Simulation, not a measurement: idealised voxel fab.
process module | voxel double patterning
cross-section cut | 210 nm wide | cells 5 nm
A cross-section is a grid of square cells, given in bands from the top down. A band is one or more rows of cells.
Each band's line starts with the height of the band's top and of its bottom, in nm. Then come its materials from left to right, each with its width in nm. One material with "throughout" fills the band from edge to edge. "air" is empty space.
Height 0 is the level under which the wafer as received is all one material. The lowest band goes on downwards, as in "0 down".
A width such as "30 to 40" changes by the same amount from each row of cells to the next, from the band's top row to its bottom row.
"no change" after a step means that no cell of the cross-section changed.
closed voids: empty space of 8 cells or more with no open way to the top, each as width x height at its distance from the left edge, in nm
after a step's settings: what the simulator itself notes on the step
overlay nm, on a step with a mask: how far to the right of its planned place the mask lay; to the left if negative
Each pair below shows a cross-section before one step and the cross-section after it, down to the lowest band that changed. The line under each pair gives the step between them, with its settings. The pairs can come from different runs of this module on the same starting wafer, so a pair continues from the pair above only where its "before" says so.
before
  0 down: Si throughout
  closed voids: none
after
  10 to 0: SiN throughout
  below 0: unchanged
  closed voids: none
the step between: op CONFORMAL_DEP | material SiN | thk nm 10
before: the cross-section after the pair above
after
  20 to 10: SiO2 throughout
  below 10: unchanged
  closed voids: none
the step between: op DIRECTIONAL_DEP | material SiO2 | thk nm 10
before: the cross-section after the pair above
after
  30 to 20: SiCN throughout
  below 20: unchanged
  closed voids: none
the step between: op DIRECTIONAL_DEP | material SiCN | thk nm 10
before: the cross-section after the pair above
after
  30 to 20: SiCN 45 | air 15 | SiCN 35 | air 15 | SiCN 35 | air 15 | SiCN 50
  below 20: unchanged
  closed voids: none
the step between: op MASKED_ETCH | tone open | mask id FIRST | width nm 15 | pitch nm 50 | etch materials SiCN | depth nm 10 | overlay nm 0
before: the cross-section after the pair above
after
  30 to 20: SiCN 45 | air 15 | SiCN 10 | air 15 | SiCN 10 | air 15 | SiCN 10 | air 15 | SiCN 10 | air 15 | SiCN 50
  below 20: unchanged
  closed voids: none
the step between: op MASKED_ETCH | tone open | mask id SECOND | width nm 15 | pitch nm 50 | etch materials SiCN | depth nm 10 | overlay nm 0
before: the cross-section after the pair above
after
  30 to 20: SiCN 45 | air 15 | SiCN 10 | air 15 | SiCN 10 | air 15 | SiCN 10 | air 15 | SiCN 10 | air 15 | SiCN 50
  20 to 10: SiO2 45 | air 15 | SiO2 10 | air 15 | SiO2 10 | air 15 | SiO2 10 | air 15 | SiO2 10 | air 15 | SiO2 50
  below 10: unchanged
  closed voids: none
the step between: op DIRECTIONAL_ETCH | etch materials SiO2 | depth nm 10
before: the cross-section after the pair above
after
  20 to 10: SiO2 45 | air 15 | SiO2 10 | air 15 | SiO2 10 | air 15 | SiO2 10 | air 15 | SiO2 10 | air 15 | SiO2 50
  below 10: unchanged
  closed voids: none
the step between: op STRIP | etch materials SiCN
before
  0 down: Si throughout
  closed voids: none
after
  10 to 0: SiO2 throughout
  below 0: unchanged
  closed voids: none
the step between: op DIRECTIONAL_DEP | material SiO2 | thk nm 10
before: the cross-section after the pair above
after
  20 to 10: SiCN throughout
  below 10: unchanged
  closed voids: none
the step between: op DIRECTIONAL_DEP | material SiCN | thk nm 10
before: the cross-section after the pair above
after
  20 to 10: SiCN 45 | air 15 | SiCN 35 | air 15 | SiCN 35 | air 15 | SiCN 50
  below 10: unchanged
  closed voids: none
the step between: op MASKED_ETCH | tone open | mask id FIRST | width nm 15 | pitch nm 50 | etch materials SiCN | depth nm 10 | overlay nm 0
before: the cross-section after the pair above
after
  20 to 10: SiCN 45 | air 15 | SiCN 10 | air 15 | SiCN 10 | air 15 | SiCN 10 | air 15 | SiCN 10 | air 15 | SiCN 50
  below 10: unchanged
  closed voids: none
the step between: op MASKED_ETCH | tone open | mask id SECOND | width nm 15 | pitch nm 50 | etch materials SiCN | depth nm 10 | overlay nm 0
before: the cross-section after the pair above
after
  20 to 10: SiCN 45 | air 15 | SiCN 10 | air 15 | SiCN 10 | air 15 | SiCN 10 | air 15 | SiCN 10 | air 15 | SiCN 50
  10 to 0: SiO2 45 | air 15 | SiO2 10 | air 15 | SiO2 10 | air 15 | SiO2 10 | air 15 | SiO2 10 | air 15 | SiO2 50
  below 0: unchanged
  closed voids: none
the step between: op DIRECTIONAL_ETCH | etch materials SiO2 | depth nm 10
before: the cross-section after the pair above
after
  10 to 0: SiO2 45 | air 15 | SiO2 10 | air 15 | SiO2 10 | air 15 | SiO2 10 | air 15 | SiO2 10 | air 15 | SiO2 50
  below 0: unchanged
  closed voids: none
the step between: op STRIP | etch materials SiCN
before
  10 to 0: SiO2 throughout
  0 down: Si throughout
  closed voids: none
after
  20 to 10: SiN throughout
  below 10: unchanged
  closed voids: none
the step between: op CONFORMAL_DEP | material SiN | thk nm 10
before: the cross-section after the pair above
after
  30 to 20: SiCN throughout
  below 20: unchanged
  closed voids: none
the step between: op DIRECTIONAL_DEP | material SiCN | thk nm 10
before: the cross-section after the pair above
after
  30 to 20: SiCN 45 | air 15 | SiCN 35 | air 15 | SiCN 35 | air 15 | SiCN 50
  below 20: unchanged
  closed voids: none
the step between: op MASKED_ETCH | tone open | mask id FIRST | width nm 15 | pitch nm 50 | etch materials SiCN | depth nm 10 | overlay nm 0
before: the cross-section after the pair above
after
  30 to 20: SiCN 45 | air 15 | SiCN 10 | air 15 | SiCN 10 | air 15 | SiCN 10 | air 15 | SiCN 10 | air 15 | SiCN 50
  below 20: unchanged
  closed voids: none
the step between: op MASKED_ETCH | tone open | mask id SECOND | width nm 15 | pitch nm 50 | etch materials SiCN | depth nm 10 | overlay nm 0
before: the cross-section after the pair above
after
  20 to 10: SiN throughout
  below 10: unchanged
  closed voids: none
the step between: op STRIP | etch materials SiCN
before
  10 to 0: SiN throughout
  0 down: Si throughout
  closed voids: none
after
  15 to 10: SiO2 throughout
  below 10: unchanged
  closed voids: none
the step between: op DIRECTIONAL_DEP | material SiO2 | thk nm 5
before: the cross-section after the pair above
after
  25 to 15: SiCN throughout
  below 15: unchanged
  closed voids: none
the step between: op DIRECTIONAL_DEP | material SiCN | thk nm 10
before: the cross-section after the pair above
after
  25 to 15: SiCN 45 | air 15 | SiCN 35 | air 15 | SiCN 35 | air 15 | SiCN 50
  below 15: unchanged
  closed voids: none
the step between: op MASKED_ETCH | tone open | mask id FIRST | width nm 15 | pitch nm 50 | etch materials SiCN | depth nm 10 | overlay nm 0
before: the cross-section after the pair above
after
  25 to 15: SiCN 45 | air 15 | SiCN 10 | air 15 | SiCN 10 | air 15 | SiCN 10 | air 15 | SiCN 10 | air 15 | SiCN 50
  below 15: unchanged
  closed voids: none
the step between: op MASKED_ETCH | tone open | mask id SECOND | width nm 15 | pitch nm 50 | etch materials SiCN | depth nm 10 | overlay nm 0
before: the cross-section after the pair above
after
  25 to 15: SiCN 45 | air 15 | SiCN 10 | air 15 | SiCN 10 | air 15 | SiCN 10 | air 15 | SiCN 10 | air 15 | SiCN 50
  15 to 10: SiO2 45 | air 15 | SiO2 10 | air 15 | SiO2 10 | air 15 | SiO2 10 | air 15 | SiO2 10 | air 15 | SiO2 50
  below 10: unchanged
  closed voids: none
the step between: op DIRECTIONAL_ETCH | etch materials SiO2 | depth nm 10
before: the cross-section after the pair above
after
  15 to 10: SiO2 45 | air 15 | SiO2 10 | air 15 | SiO2 10 | air 15 | SiO2 10 | air 15 | SiO2 10 | air 15 | SiO2 50
  below 10: unchanged
  closed voids: none
the step between: op STRIP | etch materials SiCN
before
  30 to 20: SiCN throughout
  20 to 10: SiO2 throughout
  10 to 0: SiN throughout
  0 down: Si throughout
  closed voids: none
after
  30 to 20: SiCN 40 | air 25 | SiCN 25 | air 25 | SiCN 25 | air 25 | SiCN 45
  below 20: unchanged
  closed voids: none
the step between: op MASKED_ETCH | tone open | mask id FIRST | width nm 25 | pitch nm 50 | etch materials SiCN | depth nm 10 | overlay nm 0
before: the cross-section after the pair above
after
  30 to 20: SiCN 40 | air 25 | SiCN 5 | air 15 | SiCN 5 | air 25 | SiCN 5 | air 15 | SiCN 5 | air 25 | SiCN 45
  below 20: unchanged
  closed voids: none
the step between: op MASKED_ETCH | tone open | mask id SECOND | width nm 15 | pitch nm 50 | etch materials SiCN | depth nm 10 | overlay nm 0
before: the cross-section after the pair above
after
  30 to 20: SiCN 40 | air 25 | SiCN 5 | air 15 | SiCN 5 | air 25 | SiCN 5 | air 15 | SiCN 5 | air 25 | SiCN 45
  20 to 10: SiO2 40 | air 25 | SiO2 5 | air 15 | SiO2 5 | air 25 | SiO2 5 | air 15 | SiO2 5 | air 25 | SiO2 45
  below 10: unchanged
  closed voids: none
the step between: op DIRECTIONAL_ETCH | etch materials SiO2 | depth nm 10
before: the cross-section after the pair above
after
  20 to 10: SiO2 40 | air 25 | SiO2 5 | air 15 | SiO2 5 | air 25 | SiO2 5 | air 15 | SiO2 5 | air 25 | SiO2 45
  below 10: unchanged
  closed voids: none
the step between: op STRIP | etch materials SiCN
before
  30 to 20: SiCN throughout
  20 to 10: SiO2 throughout
  10 to 0: SiN throughout
  0 down: Si throughout
  closed voids: none
after
  30 to 20: SiCN 35 | air 15 | SiCN 35 | air 15 | SiCN 35 | air 15 | SiCN 60
  below 20: unchanged
  closed voids: none
the step between: op MASKED_ETCH | tone open | mask id FIRST | width nm 15 | pitch nm 50 | etch materials SiCN | depth nm 10 | overlay nm -10
before: the cross-section after the pair above
after
  30 to 20: SiCN 35 | air 15 | SiCN 20 | air 30 | SiCN 20 | air 30 | SiCN 60
  below 20: unchanged
  closed voids: none
the step between: op MASKED_ETCH | tone open | mask id SECOND | width nm 15 | pitch nm 50 | etch materials SiCN | depth nm 10 | overlay nm 0
before: the cross-section after the pair above
after
  30 to 20: SiCN 35 | air 15 | SiCN 20 | air 30 | SiCN 20 | air 30 | SiCN 60
  20 to 10: SiO2 35 | air 15 | SiO2 20 | air 30 | SiO2 20 | air 30 | SiO2 60
  below 10: unchanged
  closed voids: none
the step between: op DIRECTIONAL_ETCH | etch materials SiO2 | depth nm 10
before: the cross-section after the pair above
after
  20 to 10: SiO2 35 | air 15 | SiO2 20 | air 30 | SiO2 20 | air 30 | SiO2 60
  below 10: unchanged
  closed voids: none
the step between: op STRIP | etch materials SiCN
before
  0 down: Si throughout
  closed voids: none
after
  10 to 0: SiO2 throughout
  below 0: unchanged
  closed voids: none
the step between: op CONFORMAL_DEP | material SiO2 | thk nm 10
before: the cross-section after the pair above
after
  20 to 0: SiO2 throughout
  below 0: unchanged
  closed voids: none
the step between: op DIRECTIONAL_DEP | material SiO2 | thk nm 10
before: the cross-section after the pair above
after
  30 to 20: SiCN throughout
  below 20: unchanged
  closed voids: none
the step between: op DIRECTIONAL_DEP | material SiCN | thk nm 10
before: the cross-section after the pair above
after
  30 to 20: SiCN 45 | air 15 | SiCN 35 | air 15 | SiCN 35 | air 15 | SiCN 50
  below 20: unchanged
  closed voids: none
the step between: op MASKED_ETCH | tone open | mask id FIRST | width nm 15 | pitch nm 50 | etch materials SiCN | depth nm 10 | overlay nm 0
before: the cross-section after the pair above
after
  30 to 20: SiCN 45 | air 15 | SiCN 10 | air 15 | SiCN 10 | air 15 | SiCN 10 | air 15 | SiCN 10 | air 15 | SiCN 50
  below 20: unchanged
  closed voids: none
the step between: op MASKED_ETCH | tone open | mask id SECOND | width nm 15 | pitch nm 50 | etch materials SiCN | depth nm 10 | overlay nm 0
before: the cross-section after the pair above
after
  30 to 20: SiCN 45 | air 15 | SiCN 10 | air 15 | SiCN 10 | air 15 | SiCN 10 | air 15 | SiCN 10 | air 15 | SiCN 50
  20 to 10: SiO2 45 | air 15 | SiO2 10 | air 15 | SiO2 10 | air 15 | SiO2 10 | air 15 | SiO2 10 | air 15 | SiO2 50
  below 10: unchanged
  closed voids: none
the step between: op DIRECTIONAL_ETCH | etch materials SiO2 | depth nm 10
before: the cross-section after the pair above
after
  20 to 10: SiO2 45 | air 15 | SiO2 10 | air 15 | SiO2 10 | air 15 | SiO2 10 | air 15 | SiO2 10 | air 15 | SiO2 50
  below 10: unchanged
  closed voids: none
the step between: op STRIP | etch materials SiCN
before
  30 to 20: SiCN throughout
  20 to 10: SiO2 throughout
  10 to 0: SiN throughout
  0 down: Si throughout
  closed voids: none
after
  30 to 20: air 45 | SiCN 15 | air 35 | SiCN 15 | air 35 | SiCN 15 | air 50
  below 20: unchanged
  closed voids: none
the step between: op MASKED_ETCH | tone cover | mask id FIRST | width nm 15 | pitch nm 50 | etch materials SiCN | depth nm 10 | overlay nm 0
before: the cross-section after the pair above
after
  30 to 20: air 45 | SiCN 15 | air 35 | SiCN 15 | air 35 | SiCN 15 | air 50
  20 to 10: air 45 | SiO2 15 | air 35 | SiO2 15 | air 35 | SiO2 15 | air 50
  below 10: unchanged
  closed voids: none
the step between: op DIRECTIONAL_ETCH | etch materials SiO2 | depth nm 10
before: the cross-section after the pair above
after
  20 to 10: air 45 | SiO2 15 | air 35 | SiO2 15 | air 35 | SiO2 15 | air 50
  below 10: unchanged
  closed voids: none
the step between: op STRIP | etch materials SiCN
